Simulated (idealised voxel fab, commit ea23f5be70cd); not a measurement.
The document below concerns the process module designated voxel air gaps.
Cross-section cut: width 215 nm, square cells of 5 nm.
When this document writes out a cross-section, it uses a grid of square cells and lists it as bands, beginning at the top and moving down, with a band standing for one or more rows of cells. Look at the band entry: it leads with the top's height and the bottom's height in nm. Then it lists the materials left to right, with a width in nm for each. The word "throughout" on a single material says that material fills the band edge to edge. The word "air" is empty space. We count height from 0. Below that, the starting wafer is all one material. The lowest band never ends at the bottom but goes on down; see "0 nm and below" for how that is written. A width given as "30..40" starts at the first number in the band's top row and ends at the second number in its bottom row, shifting by an equal amount at every step from row to row. A step reported as "nothing altered" is a step in which no cell of the cross-section changed. "Trapped voids": empty spaces of 8 cells or more with no open way to the top, each given as width x height at distance, distance from the left edge, all in nm. On a step's line, text after the settings is the simulator commenting on that step. "overlay nm" answers the question of how far to the right of plan the mask lay on a step that has a mask, and when it is negative the answer is to the left.

So here's the lineup of process steps we planned:
step 1: op RECEIVE | material Si
step 2: op CONFORMAL_DEP | material SiO2 | thk nm 10
step 3: op CONFORMAL_DEP | material SiN | thk nm 5
step 4: op DIRECTIONAL_DEP | material lowk | thk nm 35
step 5: op DIRECTIONAL_DEP | material aC | thk nm 15
step 6: op PATTERN | tone open | mask id LINES | material resist | width nm 15 | pitch nm 45 | thk nm 35 | overlay nm 0
step 7: op DIRECTIONAL_ETCH | etch materials aC | depth nm 15
step 8: op STRIP | etch materials resist
step 9: op DIRECTIONAL_ETCH | etch materials lowk | depth nm 35
step 10: op STRIP | etch materials aC
step 11: op CONFORMAL_DEP | material TiN | thk nm 5
step 12: op FILL_DEP | material Ru | thk nm 10
step 13: op CMP | height nm 50
step 14: op EPI | material Ru | thk nm 10
step 15: op SELECTIVE_ETCH | etch materials lowk | depth nm 45
step 16: op CONFORMAL_DEP | material SiN | thk nm 5

Cross-section, incoming material, after step 1:
0 nm and below  Si throughout
Trapped voids: none

The first of two wafers, cross-sectioned at the end of the module, with the run proceeding as planned:
65 nm to 60 nm  40 nm air, 135 nm SiN, 40 nm air
60 nm to 50 nm  40 nm air, 5 nm SiN, 35 nm Ru, 10 nm SiN, 35 nm Ru, 10 nm SiN, 35 nm Ru, 5 nm SiN, 40 nm air
50 nm to 45 nm  40 nm air, 15 nm SiN, 5 nm TiN, 5 nm Ru, 5 nm TiN, 30 nm SiN, 5 nm TiN, 5 nm Ru, 5 nm TiN, 30 nm SiN, 5 nm TiN, 5 nm Ru, 5 nm TiN, 15 nm SiN, 40 nm air
45 nm to 20 nm  50 nm air, 5 nm SiN, 5 nm TiN, 5 nm Ru, 5 nm TiN, 5 nm SiN, 20 nm air, 5 nm SiN, 5 nm TiN, 5 nm Ru, 5 nm TiN, 5 nm SiN, 20 nm air, 5 nm SiN, 5 nm TiN, 5 nm Ru, 5 nm TiN, 5 nm SiN, 50 nm air
20 nm to 15 nm  55 nm SiN, 15 nm TiN, 30 nm SiN, 15 nm TiN, 30 nm SiN, 15 nm TiN, 55 nm SiN
15 nm to 10 nm  SiN throughout
10 nm to 0 nm  SiO2 throughout
0 nm and below  Si throughout
Trapped voids: 20 x 25 at 75; 20 x 25 at 120

Same start, same plan as the first wafer - but one mistake in the run. Cross-section of the second of the two at the end of the module:
75 nm to 70 nm  30 nm air, 155 nm SiN, 30 nm air
70 nm to 50 nm  30 nm air, 5 nm SiN, 145 nm Ru, 5 nm SiN, 30 nm air
50 nm to 45 nm  30 nm air, 25 nm SiN, 5 nm TiN, 5 nm Ru, 5 nm TiN, 30 nm lowk, 5 nm TiN, 5 nm Ru, 5 nm TiN, 30 nm lowk, 5 nm TiN, 5 nm Ru, 5 nm TiN, 25 nm SiN, 30 nm air
45 nm to 20 nm  50 nm air, 5 nm SiN, 5 nm TiN, 5 nm Ru, 5 nm TiN, 30 nm lowk, 5 nm TiN, 5 nm Ru, 5 nm TiN, 30 nm lowk, 5 nm TiN, 5 nm Ru, 5 nm TiN, 5 nm SiN, 50 nm air
20 nm to 15 nm  55 nm SiN, 15 nm TiN, 30 nm lowk, 15 nm TiN, 30 nm lowk, 15 nm TiN, 55 nm SiN
15 nm to 10 nm  SiN throughout
10 nm to 0 nm  SiO2 throughout
0 nm and below  Si throughout
Trapped voids: none
It is concluded that the wafer was processed incorrectly with respect to the plan, in that it should be noted that step 14 of the plan was executed twice
Bottom line after processing is that, in cells, the second wafer is up or down on some materials versus the first: 74 more of Ru, 40 fewer of SiN, 84 more of lowk
First wafer closed voids (final) = 2; second wafer closed voids (final) = 0.
